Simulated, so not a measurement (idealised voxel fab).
Process module under the name voxel capacitor over wiring
165 nm wide, 5 nm square cells: that's cross-section cut.
Cross-section layout: square cells on a grid; listed as bands, top to bottom; a band spans one or more cell rows. Heads up on the band format: heights come first, top then bottom, in nm. After that it's the materials left to right, each with its width in nm. A single material flagged "full width" fills the whole band edge to edge, and "blank" means there's empty space there. Below 0: as-received wafer, all one material; heights counted from there. Lowest band: no bottom, goes on down, written "0 down". When a width is written as two numbers, as in "30->40", the first number is the width in the top row of cells of the band and the second is the width in its bottom row, and the width changes by the same amount from each row to the next. When a step is marked "identical to before", none of the cells in the cross-section changed during that step. In the "Enclosed internal voids" entry, you get each enclosed empty space of 8 cells or more, one with no open way to the top, written width x height at distance, distance from the left edge, in nm. On each step's line, the part that comes after the settings is the simulator's own comment on the step. overlay nm: how far to the right of its planned place the mask lay on this masked step (negative: to the left).

## Process steps (planned)
| 1 | op RECEIVE | material Si |
| 2 | op CONFORMAL_DEP | material SiO2 | thk nm 15 |
| 3 | op DIRECTIONAL_DEP | material TiN | thk nm 5 |
| 4 | op DIRECTIONAL_DEP | material W | thk nm 15 |
| 5 | op DIRECTIONAL_DEP | material aC | thk nm 10 |
| 6 | op PATTERN | tone cover | mask id METAL_1 | material resist | width nm 30 | pitch nm 80 | thk nm 25 | overlay nm 0 |
| 7 | op DIRECTIONAL_ETCH | etch materials aC | depth nm 10 |
| 8 | op STRIP | etch materials resist |
| 9 | op DIRECTIONAL_ETCH | etch materials W | depth nm 15 |
| 10 | op DIRECTIONAL_ETCH | etch materials TiN | depth nm 5 |
| 11 | op STRIP | etch materials aC |
| 12 | op CONFORMAL_DEP | material SiCN | thk nm 5 |
| 13 | op FILL_DEP | material lowk | thk nm 5 |
| 14 | op CMP | height nm 35 |
| 15 | op CONFORMAL_DEP | material SiCN | thk nm 5 |
| 16 | op DIRECTIONAL_DEP | material SiO2 | thk nm 15 |
| 17 | op MASKED_ETCH | tone open | mask id PLUG_1 | width nm 15 | etch materials SiO2 | depth nm 15 | overlay nm 0 |
| 18 | op MASKED_ETCH | tone open | mask id PLUG_1 | width nm 15 | etch materials SiCN | depth nm 5 | overlay nm 0 |
| 19 | op EPI | material Ru | thk nm 10 |
| 20 | op EPI | material Ru | thk nm 10 |
| 21 | op DIRECTIONAL_DEP | material TiN | thk nm 10 |
| 22 | op DIRECTIONAL_DEP | material SiN | thk nm 5 |
| 23 | op DIRECTIONAL_DEP | material TiN | thk nm 5 |
| 24 | op PATTERN | tone cover | mask id UPPER_PLATE | material resist | width nm 55 | thk nm 15 | overlay nm 0 |
| 25 | op DIRECTIONAL_ETCH | etch materials TiN | depth nm 5 |
| 26 | op DIRECTIONAL_ETCH | etch materials SiN | depth nm 5 |
| 27 | op STRIP | etch materials resist |
| 28 | op MASKED_ETCH | tone cover | mask id LOWER_PLATE | width nm 65 | etch materials TiN | depth nm 10 | overlay nm 0 |
| 29 | op FILL_DEP | material SiO2 | thk nm 15 |
| 30 | op CMP | height nm 85 |
| 31 | op MASKED_ETCH | tone open | mask id PLUG_2 | width nm 15 | etch materials SiO2 | depth nm 10 | overlay nm 0 |
| 32 | op CONFORMAL_DEP | material TiN | thk nm 5 |
| 33 | op FILL_DEP | material Cu | thk nm 5 |
| 34 | op CMP | height nm 85 |
| 35 | op CONFORMAL_DEP | material SiN | thk nm 5 |

## First out of two wafers; run went to plan

## Received-state cross-section, reflecting completion of step 1
> 0 down  Si full width
> Enclosed internal voids: none

## Step 2 complete: cross-section through the wafer
> 15 to 0  SiO2 full width
> Below 0, the layers are the same as they were.

## Step 3 complete: cross-section through the wafer
> 20 to 15  TiN full width
> Below 15, the layers are the same as they were.

## Step 4 complete: cross-section through the wafer
> 35 to 20  W full width
> Below 20, the layers are the same as they were.

## Step 5 complete: cross-section through the wafer
> 45 to 35  aC full width
> Below 35, the layers are the same as they were.

## Step 6 complete: cross-section through the wafer
> 70 to 45  25 of blank, 30 of resist, 50 of blank, 30 of resist, 30 of blank
> Below 45, the layers are the same as they were.

## Step 7 complete: cross-section through the wafer
> 60 to 45  25 of blank, 30 of resist, 50 of blank, 30 of resist, 30 of blank
> 45 to 35  25 of blank, 30 of aC, 50 of blank, 30 of aC, 30 of blank
> Below 35, the layers are the same as they were.

## Step 8 complete: cross-section through the wafer
> 45 to 35  25 of blank, 30 of aC, 50 of blank, 30 of aC, 30 of blank
> Below 35, the layers are the same as they were.

## Step 9 complete: cross-section through the wafer
> 45 to 35  25 of blank, 30 of aC, 50 of blank, 30 of aC, 30 of blank
> 35 to 20  25 of blank, 30 of W, 50 of blank, 30 of W, 30 of blank
> Below 20, the layers are the same as they were.

## Step 10 complete: cross-section through the wafer
> 45 to 35  25 of blank, 30 of aC, 50 of blank, 30 of aC, 30 of blank
> 35 to 20  25 of blank, 30 of W, 50 of blank, 30 of W, 30 of blank
> 20 to 15  25 of blank, 30 of TiN, 50 of blank, 30 of TiN, 30 of blank
> Below 15, the layers are the same as they were.

## Step 11 complete: cross-section through the wafer
> 35 to 20  25 of blank, 30 of W, 50 of blank, 30 of W, 30 of blank
> Below 20, the layers are the same as they were.

## Step 12 complete: cross-section through the wafer
> 40 to 35  20 of blank, 40 of SiCN, 40 of blank, 40 of SiCN, 25 of blank
> 35 to 20  20 of blank, 5 of SiCN, 30 of W, 5 of SiCN, 40 of blank, 5 of SiCN, 30 of W, 5 of SiCN, 25 of blank
> 20 to 15  25 of SiCN, 30 of TiN, 50 of SiCN, 30 of TiN, 30 of SiCN
> Below 15, the layers are the same as they were.

## Step 13 complete: cross-section through the wafer
> 45 to 40  lowk full width
> 40 to 35  20 of lowk, 40 of SiCN, 40 of lowk, 40 of SiCN, 25 of lowk
> 35 to 20  20 of lowk, 5 of SiCN, 30 of W, 5 of SiCN, 40 of lowk, 5 of SiCN, 30 of W, 5 of SiCN, 25 of lowk
> Below 20, the layers are the same as they were.

## Step 14 complete: cross-section through the wafer
> 35 to 20  20 of lowk, 5 of SiCN, 30 of W, 5 of SiCN, 40 of lowk, 5 of SiCN, 30 of W, 5 of SiCN, 25 of lowk
> Below 20, the layers are the same as they were.

## Step 15 complete: cross-section through the wafer
> 40 to 35  SiCN full width
> Below 35, the layers are the same as they were.

## Step 16 complete: cross-section through the wafer
> 55 to 40  SiO2 full width
> Below 40, the layers are the same as they were.

## Step 17 complete: cross-section through the wafer
> 55 to 40  40 of SiO2, 15 of blank, 110 of SiO2
> Below 40, the layers are the same as they were.

## Step 18 complete: cross-section through the wafer
> 55 to 40  40 of SiO2, 15 of blank, 110 of SiO2
> 40 to 35  40 of SiCN, 15 of blank, 110 of SiCN
> Below 35, the layers are the same as they were.

## Step 19 complete: cross-section through the wafer
> 55 to 45  40 of SiO2, 15 of blank, 110 of SiO2
> 45 to 40  40 of SiO2, 15 of Ru, 110 of SiO2
> 40 to 35  40 of SiCN, 15 of Ru, 110 of SiCN
> Below 35, the layers are the same as they were.

## Step 20 complete: cross-section through the wafer
> 55 to 40  40 of SiO2, 15 of Ru, 110 of SiO2
> Below 40, the layers are the same as they were.

## Step 21 complete: cross-section through the wafer
> 65 to 55  TiN full width
> Below 55, the layers are the same as they were.

## Step 22 complete: cross-section through the wafer
> 70 to 65  SiN full width
> Below 65, the layers are the same as they were.

## Step 23 complete: cross-section through the wafer
> 75 to 70  TiN full width
> Below 70, the layers are the same as they were.

## Step 24 complete: cross-section through the wafer
> 90 to 75  40 of blank, 55 of resist, 70 of blank
> Below 75, the layers are the same as they were.

## Step 25 complete: cross-section through the wafer
> 90 to 75  40 of blank, 55 of resist, 70 of blank
> 75 to 70  40 of blank, 55 of TiN, 70 of blank
> Below 70, the layers are the same as they were.

## Step 26 complete: cross-section through the wafer
> 90 to 75  40 of blank, 55 of resist, 70 of blank
> 75 to 70  40 of blank, 55 of TiN, 70 of blank
> 70 to 65  40 of blank, 55 of SiN, 70 of blank
> Below 65, the layers are the same as they were.

## Step 27 complete: cross-section through the wafer
> 75 to 70  40 of blank, 55 of TiN, 70 of blank
> Below 70, the layers are the same as they were.

## Step 28 complete: cross-section through the wafer
> 75 to 70  40 of blank, 55 of TiN, 70 of blank
> 70 to 65  40 of blank, 55 of SiN, 70 of blank
> 65 to 55  35 of blank, 65 of TiN, 65 of blank
> Below 55, the layers are the same as they were.

## Step 29 complete: cross-section through the wafer
> 90 to 75  SiO2 full width
> 75 to 70  40 of SiO2, 55 of TiN, 70 of SiO2
> 70 to 65  40 of SiO2, 55 of SiN, 70 of SiO2
> 65 to 55  35 of SiO2, 65 of TiN, 65 of SiO2
> Below 55, the layers are the same as they were.

## Step 30 complete: cross-section through the wafer
> 85 to 75  SiO2 full width
> Below 75, the layers are the same as they were.

## Step 31 complete: cross-section through the wafer
> 85 to 75  50 of SiO2, 15 of blank, 100 of SiO2
> Below 75, the layers are the same as they were.

## Step 32 complete: cross-section through the wafer
> 90 to 85  55 of TiN, 5 of blank, 105 of TiN
> 85 to 80  50 of SiO2, 5 of TiN, 5 of blank, 5 of TiN, 100 of SiO2
> 80 to 70  50->40 of SiO2, 15->55 of TiN, 100->70 of SiO2
> Below 70, the layers are the same as they were.

## Step 33 complete: cross-section through the wafer
> 95 to 90  Cu full width
> 90 to 85  55 of TiN, 5 of Cu, 105 of TiN
> 85 to 80  50 of SiO2, 5 of TiN, 5 of Cu, 5 of TiN, 100 of SiO2
> Below 80, the layers are the same as they were.

## Step 34 complete: cross-section through the wafer
> 85 to 80  50 of SiO2, 5 of TiN, 5 of Cu, 5 of TiN, 100 of SiO2
> Below 80, the layers are the same as they were.

## Step 35 complete: cross-section through the wafer
> 90 to 85  SiN full width
> Below 85, the layers are the same as they were.

## Notes, second wafer: start = first wafer's, plan = first wafer's, execution had one mistake; history identical to first through step 1

## Second wafer shown in cross-section at the time step 2 was slated to end
> 30 to 0  SiO2 full width
> Below 0, the layers are the same as they were.

## Second wafer shown in cross-section at the time step 3 was slated to end
> 35 to 30  TiN full width
> Below 30, the layers are the same as they were.

## Second wafer shown in cross-section at the time step 4 was slated to end
> 50 to 35  W full width
> Below 35, the layers are the same as they were.

## Second wafer shown in cross-section at the time step 5 was slated to end
> 60 to 50  aC full width
> Below 50, the layers are the same as they were.

## Second wafer shown in cross-section at the time step 6 was slated to end
> 85 to 60  25 of blank, 30 of resist, 50 of blank, 30 of resist, 30 of blank
> Below 60, the layers are the same as they were.

## Second wafer shown in cross-section at the time step 7 was slated to end
> 75 to 60  25 of blank, 30 of resist, 50 of blank, 30 of resist, 30 of blank
> 60 to 50  25 of blank, 30 of aC, 50 of blank, 30 of aC, 30 of blank
> Below 50, the layers are the same as they were.

## Second wafer shown in cross-section at the time step 8 was slated to end
> 60 to 50  25 of blank, 30 of aC, 50 of blank, 30 of aC, 30 of blank
> Below 50, the layers are the same as they were.

## Second wafer shown in cross-section at the time step 9 was slated to end
> 60 to 50  25 of blank, 30 of aC, 50 of blank, 30 of aC, 30 of blank
> 50 to 35  25 of blank, 30 of W, 50 of blank, 30 of W, 30 of blank
> Below 35, the layers are the same as they were.

## Second wafer shown in cross-section at the time step 10 was slated to end
> 60 to 50  25 of blank, 30 of aC, 50 of blank, 30 of aC, 30 of blank
> 50 to 35  25 of blank, 30 of W, 50 of blank, 30 of W, 30 of blank
> 35 to 30  25 of blank, 30 of TiN, 50 of blank, 30 of TiN, 30 of blank
> Below 30, the layers are the same as they were.

## Second wafer shown in cross-section at the time step 11 was slated to end
> 50 to 35  25 of blank, 30 of W, 50 of blank, 30 of W, 30 of blank
> Below 35, the layers are the same as they were.

## Second wafer shown in cross-section at the time step 12 was slated to end
> 55 to 50  20 of blank, 40 of SiCN, 40 of blank, 40 of SiCN, 25 of blank
> 50 to 35  20 of blank, 5 of SiCN, 30 of W, 5 of SiCN, 40 of blank, 5 of SiCN, 30 of W, 5 of SiCN, 25 of blank
> 35 to 30  25 of SiCN, 30 of TiN, 50 of SiCN, 30 of TiN, 30 of SiCN
> Below 30, the layers are the same as they were.

## Second wafer shown in cross-section at the time step 13 was slated to end
> 60 to 55  lowk full width
> 55 to 50  20 of lowk, 40 of SiCN, 40 of lowk, 40 of SiCN, 25 of lowk
> 50 to 35  20 of lowk, 5 of SiCN, 30 of W, 5 of SiCN, 40 of lowk, 5 of SiCN, 30 of W, 5 of SiCN, 25 of lowk
> Below 35, the layers are the same as they were.

## Second wafer shown in cross-section at the time step 14 was slated to end
> 35 to 30  25 of SiCN, 30 of TiN, 50 of SiCN, 30 of TiN, 30 of SiCN
> Below 30, the layers are the same as they were.

## Second wafer shown in cross-section at the time step 15 was slated to end
> 40 to 35  SiCN full width
> Below 35, the layers are the same as they were.

## Second wafer shown in cross-section at the time step 16 was slated to end
> 55 to 40  SiO2 full width
> Below 40, the layers are the same as they were.

## Second wafer shown in cross-section at the time step 17 was slated to end
> 55 to 40  40 of SiO2, 15 of blank, 110 of SiO2
> Below 40, the layers are the same as they were.

## Second wafer shown in cross-section at the time step 18 was slated to end
> 55 to 40  40 of SiO2, 15 of blank, 110 of SiO2
> 40 to 35  40 of SiCN, 15 of blank, 110 of SiCN
> Below 35, the layers are the same as they were.

## Second wafer shown in cross-section at the time step 19 was slated to end
> 55 to 45  40 of SiO2, 15 of blank, 110 of SiO2
> 45 to 40  40 of SiO2, 15 of Ru, 110 of SiO2
> 40 to 35  40 of SiCN, 15 of Ru, 110 of SiCN
> Below 35, the layers are the same as they were.

## Second wafer shown in cross-section at the time step 20 was slated to end
> 55 to 40  40 of SiO2, 15 of Ru, 110 of SiO2
> Below 40, the layers are the same as they were.

## Second wafer shown in cross-section at the time step 21 was slated to end
> 65 to 55  TiN full width
> Below 55, the layers are the same as they were.

## Second wafer shown in cross-section at the time step 22 was slated to end
> 70 to 65  SiN full width
> Below 65, the layers are the same as they were.

## Second wafer shown in cross-section at the time step 23 was slated to end
> 75 to 70  TiN full width
> Below 70, the layers are the same as they were.

## Second wafer shown in cross-section at the time step 24 was slated to end
> 90 to 75  40 of blank, 55 of resist, 70 of blank
> Below 75, the layers are the same as they were.

## Second wafer shown in cross-section at the time step 25 was slated to end
> 90 to 75  40 of blank, 55 of resist, 70 of blank
> 75 to 70  40 of blank, 55 of TiN, 70 of blank
> Below 70, the layers are the same as they were.

## Second wafer shown in cross-section at the time step 26 was slated to end
> 90 to 75  40 of blank, 55 of resist, 70 of blank
> 75 to 70  40 of blank, 55 of TiN, 70 of blank
> 70 to 65  40 of blank, 55 of SiN, 70 of blank
> Below 65, the layers are the same as they were.

## Second wafer shown in cross-section at the time step 27 was slated to end
> 75 to 70  40 of blank, 55 of TiN, 70 of blank
> Below 70, the layers are the same as they were.

## Second wafer shown in cross-section at the time step 28 was slated to end
> 75 to 70  40 of blank, 55 of TiN, 70 of blank
> 70 to 65  40 of blank, 55 of SiN, 70 of blank
> 65 to 55  35 of blank, 65 of TiN, 65 of blank
> Below 55, the layers are the same as they were.

## Second wafer shown in cross-section at the time step 29 was slated to end
> 90 to 75  SiO2 full width
> 75 to 70  40 of SiO2, 55 of TiN, 70 of SiO2
> 70 to 65  40 of SiO2, 55 of SiN, 70 of SiO2
> 65 to 55  35 of SiO2, 65 of TiN, 65 of SiO2
> Below 55, the layers are the same as they were.

## Second wafer shown in cross-section at the time step 30 was slated to end
> 85 to 75  SiO2 full width
> Below 75, the layers are the same as they were.

## Second wafer shown in cross-section at the time step 31 was slated to end
> 85 to 75  50 of SiO2, 15 of blank, 100 of SiO2
> Below 75, the layers are the same as they were.

## Second wafer shown in cross-section at the time step 32 was slated to end
> 90 to 85  55 of TiN, 5 of blank, 105 of TiN
> 85 to 80  50 of SiO2, 5 of TiN, 5 of blank, 5 of TiN, 100 of SiO2
> 80 to 70  50->40 of SiO2, 15->55 of TiN, 100->70 of SiO2
> Below 70, the layers are the same as they were.

## Second wafer shown in cross-section at the time step 33 was slated to end
> 95 to 90  Cu full width
> 90 to 85  55 of TiN, 5 of Cu, 105 of TiN
> 85 to 80  50 of SiO2, 5 of TiN, 5 of Cu, 5 of TiN, 100 of SiO2
> Below 80, the layers are the same as they were.

## Second wafer shown in cross-section at the time step 34 was slated to end
> 85 to 80  50 of SiO2, 5 of TiN, 5 of Cu, 5 of TiN, 100 of SiO2
> Below 80, the layers are the same as they were.

## Second wafer shown in cross-section at the time step 35 was slated to end
> 90 to 85  SiN full width
> Below 85, the layers are the same as they were.
The mistake made against the process plan was this: heads up, step 2 of the plan got done twice
End check, counted in cells, second wafer has more or fewer of these materials than the first: -12 SiCN | +99 SiO2 | -36 W | -51 lowk
